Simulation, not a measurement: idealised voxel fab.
voxel self aligned vias: a process module
Pictured: cross-section cut, 285 nm wide, on a grid of 5 nm square cells.
Cross-section, as written here: a square-cell grid given band by band from the top down, where a band holds one or more rows of cells. For a band, the entry starts with two heights in nm, that of the top and then that of the bottom, and carries on with the band's materials in order from left to right, each alongside its width in nm; the word "throughout" beside a single material means it fills the band edge to edge, and "blank" means empty space. Below 0: as-received wafer, all one material; heights counted from there. Lowest band: no bottom, goes on down, written "top 0, no bottom". Top row gets the first number, bottom row gets the second, and each row in between changes by the same step: that is how a band width like "30->40" works. When a step is marked "all unchanged", none of the cells in the cross-section changed during that step. Entry "Enclosed voids" = empty spaces >= 8 cells with no open way to the top; each as width x height at distance, distance from left edge, all nm. Post-settings text on a step line: simulator's own remark regarding the step. If you see "overlay nm" on a step's line and that step has a mask, it's telling you how far right of where it was planned the mask ended up; a negative number means it went left instead.
## Process steps foreseen in the plan
step 1: RECEIVE,material Si
step 2: CONFORMAL_DEP,material SiO2,thk nm 10
step 3: CONFORMAL_DEP,material SiCN,thk nm 5
step 4: DIRECTIONAL_DEP,material SiO2,thk nm 25
step 5: PATTERN,tone open,mask id LINES,material resist,width nm 20,pitch nm 55,thk nm 15,overlay nm 0
step 6: DIRECTIONAL_ETCH,etch materials SiO2,depth nm 25
step 7: STRIP,etch materials resist
step 8: CONFORMAL_DEP,material TiN,thk nm 5
step 9: FILL_DEP,material Ru,thk nm 5
step 10: CMP,height nm 40
step 11: SELECTIVE_ETCH,etch materials W Ru TiN,depth nm 10
step 12: FILL_DEP,material SiN,thk nm 5
step 13: CMP,height nm 40
step 14: DIRECTIONAL_DEP,material SiO2,thk nm 20
step 15: PATTERN,tone open,mask id VIAS,material resist,width nm 40,pitch nm 110,thk nm 20,overlay nm 0
step 16: DIRECTIONAL_ETCH,etch materials SiO2,depth nm 20
step 17: DIRECTIONAL_ETCH,etch materials SiN,depth nm 10
step 18: STRIP,etch materials resist
step 19: CONFORMAL_DEP,material TiN,thk nm 5
step 20: FILL_DEP,material Ru,thk nm 5
step 21: CMP,height nm 60
step 22: CONFORMAL_DEP,material SiCN,thk nm 5
## Wafer at receipt (post step 1), cross-section
  top 0, no bottom: Si throughout
  Enclosed voids: none
## First of two wafers, end-of-module section, run followed plan
  top 65, bottom 60: SiCN throughout
  top 60, bottom 45: 65 nm SiO2 / 5 nm TiN / 30 nm Ru / 5 nm TiN / 70 nm SiO2 / 5 nm TiN / 30 nm Ru / 5 nm TiN / 70 nm SiO2
  top 45, bottom 40: 65 nm SiO2 / 15 nm TiN / 10 nm Ru / 15 nm TiN / 70 nm SiO2 / 15 nm TiN / 10 nm Ru / 15 nm TiN / 70 nm SiO2
  top 40, bottom 35: 75 nm SiO2 / 5 nm TiN / 10 nm Ru / 5 nm TiN / 35 nm SiO2 / 20 nm SiN / 35 nm SiO2 / 5 nm TiN / 10 nm Ru / 5 nm TiN / 80 nm SiO2
  top 35, bottom 30: 75 nm SiO2 / 20 nm TiN / 35 nm SiO2 / 20 nm SiN / 35 nm SiO2 / 20 nm TiN / 80 nm SiO2
  top 30, bottom 20: 75 nm SiO2 / 5 nm TiN / 10 nm Ru / 5 nm TiN / 35 nm SiO2 / 5 nm TiN / 10 nm Ru / 5 nm TiN / 35 nm SiO2 / 5 nm TiN / 10 nm Ru / 5 nm TiN / 80 nm SiO2
  top 20, bottom 15: 75 nm SiO2 / 20 nm TiN / 35 nm SiO2 / 20 nm TiN / 35 nm SiO2 / 20 nm TiN / 80 nm SiO2
  top 15, bottom 10: SiCN throughout
  top 10, bottom 0: SiO2 throughout
  top 0, no bottom: Si throughout
  Enclosed voids: none
## Wafer two, sectioned after the module: the first wafer's start, the first wafer's plan, and one mistake in how it was run
  top 65, bottom 60: SiCN throughout
  top 60, bottom 45: 65 nm SiO2 / 5 nm TiN / 30 nm Ru / 5 nm TiN / 70 nm SiO2 / 5 nm TiN / 30 nm Ru / 5 nm TiN / 70 nm SiO2
  top 45, bottom 40: 65 nm SiO2 / 40 nm TiN / 70 nm SiO2 / 40 nm TiN / 70 nm SiO2
  top 40, bottom 35: SiCN throughout
  top 35, bottom 0: SiO2 throughout
  top 0, no bottom: Si throughout
  Enclosed voids: none
what went wrong: note: step 3 <-> step 4, run order reversed vs plan
The second wafer ends with more or fewer cells of some materials than the first, per final count: Ru: 20 fewer; SiN: 8 fewer; SiO2: 60 more; TiN: 32 fewer
